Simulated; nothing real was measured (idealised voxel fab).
The process module that follows is named voxel released beams.
240 nm wide, 5 nm square cells: that's cross-section cut.
For the purposes of this document, a cross-section shall be understood as a grid of square cells, specified as bands listed in top-to-bottom order, each band consisting of one or more rows of cells. Heights first: top, then bottom, in nm. Then materials, left to right, each with a width in nm. "everywhere" on a single material: fills the band edge to edge. "air": empty space. The level at which height equals 0 is the one under which the wafer, as it arrives, is entirely one material. No lower edge exists for the bottom band, which continues downward and is notated as in "from 0 down". Top row gets the first number, bottom row gets the second, and each row in between changes by the same step: that is how a band width like "30 to 40" works. "same as before" for a step: no cell of the cross-section changed in that step. You'll see "Closed internal cavities" listing empty spaces that have no way open to the top, as long as they're 8 cells or more; the notation is width x height at distance, where the distance is from the left edge, and all of it is in nm. Note: text after step settings on the step line = simulator remark on that step. If you see "overlay nm" on a step's line and that step has a mask, it's telling you how far right of where it was planned the mask ended up; a negative number means it went left instead.

### Set out below are the planned steps of the process
| 1 | RECEIVE with material Si |
| 2 | CONFORMAL_DEP with material Al2O3, thk nm 5 |
| 3 | DIRECTIONAL_DEP with material SiO2, thk nm 20 |
| 4 | MASKED_ETCH with tone open, mask id ANCHOR, width nm 25, etch materials SiO2, depth nm 20, overlay nm 0 |
| 5 | CONFORMAL_DEP with material polySi, thk nm 10 |
| 6 | MASKED_ETCH with tone cover, mask id BEAM, width nm 110, etch materials polySi, depth nm 10, overlay nm 0 |
| 7 | STRIP with etch materials SiO2 |

### Here's what the wafer looked like in cross-section when it arrived - that's after step 1
* from 0 down = Si everywhere
* Closed internal cavities: none

### One mistake in running the module, otherwise start and plan as above: cross-section at the end
* from 35 to 25 = 60 nm air, then 15 nm polySi, then 5 nm air, then 90 nm polySi, then 70 nm air
* from 25 to 15 = 65 nm air, then 10 nm polySi, then 5 nm air, then 10 nm polySi, then 150 nm air
* from 15 to 5 = 65 nm air, then 25 nm polySi, then 150 nm air
* from 5 to 0 = polySi everywhere
* from 0 down = Si everywhere
* Closed internal cavities: none
Want to know what went wrong? not per plan at step 2, really ran CONFORMAL_DEP with material polySi, thk nm 5
